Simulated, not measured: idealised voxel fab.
The following process module bears the name voxel wiring stack.
FYI the section here is cut, 205 nm wide, cells are 5 nm squares.
Throughout this document, each cross-section is represented as a grid of square cells and is presented as a sequence of bands enumerated from the top downward, where a band comprises one or more rows of cells. Read a band's entry like this: the first values are the height of its top and the height of its bottom in nm, and what follows is the sequence of materials from left to right, each with its width in nm. Note that "blank" is empty space, and that a single material marked "full width" reaches across the band from edge to edge. Heads up on the height convention: 0 is the point under which the incoming wafer is all one material, and the lowest band has no bottom, it just keeps going down, like "0..down". Graded width ("30..40"): value in top row of band = first number; value in bottom row = second number; row-to-row change constant. No cell of the cross-section changed in a step that is given as "remained the same". In the "Internal closed voids" entry, you get each enclosed empty space of 8 cells or more, one with no open way to the top, written width x height at distance, distance from the left edge, in nm. On each step's line, the part that comes after the settings is the simulator's own comment on the step. overlay nm: step with mask; distance mask lay right of planned place; negative value = left of planned place. Below you will find pairs of cross-sections. In each, one shows the wafer before one process step and the other after it, with the after view ending at the lowest band that changed. Under each pair is the step separating them, along with its settings. Do not assume the pairs form a chain: they can come from different runs of this module on the same starting wafer, and a pair continues from the pair above it only when its "Pre-step cross-section" entry says so.

**Pre-step cross-section**
- 195..165: 65 blank  30 resist  15 blank  30 resist  65 blank
- 165..155: aC full width
- 155..125: lowk full width
- 125..120: SiCN full width
- 120..110: 65 lowk  5 TiN  20 Cu  5 TiN  15 lowk  5 TiN  20 Cu  5 TiN  65 lowk
- 110..105: 65 lowk  5 TiN  5 Cu  20 TiN  15 lowk  30 TiN  65 lowk
- 105..90: 65 lowk  5 TiN  5 Cu  5 TiN  125 lowk
- 90..85: 65 SiCN  15 TiN  125 SiCN
- 85..70: 65 SiO2  30 W  15 SiO2  30 W  65 SiO2
- 70..65: 65 SiO2  30 TiN  15 SiO2  30 TiN  65 SiO2
- 65..50: 65 lowk  15 Ru  30 lowk  15 Ru  80 lowk
- 50..45: 65 SiCN  15 Ru  30 SiCN  15 Ru  80 SiCN
- 45..20: 65 SiO2  5 TiN  20 Ru  5 TiN  15 SiO2  5 TiN  20 Ru  5 TiN  65 SiO2
- 20..15: 65 SiCN  30 TiN  15 SiCN  30 TiN  65 SiCN
- 15..0: SiO2 full width
- 0..down: Si full width
- Internal closed voids: none

**Post-Step Geometry**
- 185..165: 65 blank  30 resist  15 blank  30 resist  65 blank
- 165..155: 65 blank  30 aC  15 blank  30 aC  65 blank
- Rest of section, below 155: as before.
- Internal closed voids: none
What process step lies between the two cross-sections above? op DIRECTIONAL_ETCH | etch materials aC | depth nm 10

Pre-step cross-section: see preceding pair, after cross-section.

**Post-Step Geometry**
- 165..155: 65 blank  30 aC  15 blank  30 aC  65 blank
- Rest of section, below 155: as before.
- Internal closed voids: none
What process step lies between the two cross-sections above? op STRIP | etch materials resist

Pre-step cross-section: see preceding pair, after cross-section.

**Post-Step Geometry**
- 165..155: 65 blank  30 aC  15 blank  30 aC  65 blank
- 155..140: 65 blank  30 lowk  15 blank  30 lowk  65 blank
- Rest of section, below 140: as before.
- Internal closed voids: none
What process step lies between the two cross-sections above? op DIRECTIONAL_ETCH | etch materials lowk | depth nm 15

Pre-step cross-section: see preceding pair, after cross-section.

**Post-Step Geometry**
- 155..140: 65 blank  30 lowk  15 blank  30 lowk  65 blank
- Rest of section, below 140: as before.
- Internal closed voids: none
What process step lies between the two cross-sections above? op STRIP | etch materials aC

Pre-step cross-section: see preceding pair, after cross-section.

**Post-Step Geometry**
- 165..155: 65 blank  30 aC  15 blank  30 aC  65 blank
- 155..150: 65 blank  30 lowk  15 blank  30 lowk  65 blank
- 150..140: 65 aC  30 lowk  15 aC  30 lowk  65 aC
- Rest of section, below 140: as before.
- Internal closed voids: none
What process step lies between the two cross-sections above? op DIRECTIONAL_DEP | material aC | thk nm 10

Pre-step cross-section: see preceding pair, after cross-section.

**Post-Step Geometry**
- 195..165: 65 resist  15 blank  125 resist
- 165..155: 65 resist  30 aC  15 resist  30 aC  65 resist
- 155..150: 65 resist  30 lowk  15 resist  30 lowk  65 resist
- Rest of section, below 150: as before.
- Internal closed voids: none
What process step lies between the two cross-sections above? op PATTERN | tone open | mask id METAL_4_HOLES | material resist | width nm 15 | thk nm 30 | overlay nm 0

Pre-step cross-section: see preceding pair, after cross-section.

**Post-Step Geometry**
- 185..165: 65 resist  15 blank  125 resist
- 165..155: 65 resist  15 blank  15 aC  15 resist  30 aC  65 resist
- Rest of section, below 155: as before.
- Internal closed voids: none
What process step lies between the two cross-sections above? op DIRECTIONAL_ETCH | etch materials aC | depth nm 10

Pre-step cross-section: see preceding pair, after cross-section.

**Post-Step Geometry**
- 165..155: 80 blank  15 aC  15 blank  30 aC  65 blank
- 155..150: 65 blank  30 lowk  15 blank  30 lowk  65 blank
- Rest of section, below 150: as before.
- Internal closed voids: none
What process step lies between the two cross-sections above? op STRIP | etch materials resist

Pre-step cross-section: see preceding pair, after cross-section.

**Post-Step Geometry**
- 165..155: 80 blank  15 aC  15 blank  30 aC  65 blank
- 155..150: 80 blank  15 lowk  15 blank  30 lowk  65 blank
- 150..140: 65 aC  15 blank  15 lowk  15 aC  30 lowk  65 aC
- Rest of section, below 140: as before.
- Internal closed voids: none
What process step lies between the two cross-sections above? op DIRECTIONAL_ETCH | etch materials lowk | depth nm 15

Pre-step cross-section: see preceding pair, after cross-section.

**Post-Step Geometry**
- 155..140: 80 blank  15 lowk  15 blank  30 lowk  65 blank
- Rest of section, below 140: as before.
- Internal closed voids: none
What process step lies between the two cross-sections above? op STRIP | etch materials aC

Pre-step cross-section: see preceding pair, after cross-section.

**Post-Step Geometry**
- 160..155: 75 blank  25 TiN  5 blank  40 TiN  60 blank
- 155..145: 75 blank  5 TiN  15 lowk  5 TiN  5 blank  5 TiN  30 lowk  5 TiN  60 blank
- 145..140: 80 TiN  15 lowk  15 TiN  30 lowk  65 TiN
- Rest of section, below 140: as before.
- Internal closed voids: none
What process step lies between the two cross-sections above? op CONFORMAL_DEP | material TiN | thk nm 5

Pre-step cross-section: see preceding pair, after cross-section.

**Post-Step Geometry**
- 170..160: Cu full width
- 160..155: 75 Cu  25 TiN  5 Cu  40 TiN  60 Cu
- 155..145: 75 Cu  5 TiN  15 lowk  5 TiN  5 Cu  5 TiN  30 lowk  5 TiN  60 Cu
- Rest of section, below 145: as before.
- Internal closed voids: none
What process step lies between the two cross-sections above? op FILL_DEP | material Cu | thk nm 10

Pre-step cross-section: see preceding pair, after cross-section.

**Post-Step Geometry**
- 155..145: 75 Cu  5 TiN  15 lowk  5 TiN  5 Cu  5 TiN  30 lowk  5 TiN  60 Cu
- Rest of section, below 145: as before.
- Internal closed voids: none
What process step lies between the two cross-sections above? op CMP | height nm 155

Pre-step cross-section: see preceding pair, after cross-section.

**Post-Step Geometry**
- 160..155: SiCN full width
- Rest of section, below 155: as before.
- Internal closed voids: none
What process step lies between the two cross-sections above? op CONFORMAL_DEP | material SiCN | thk nm 5
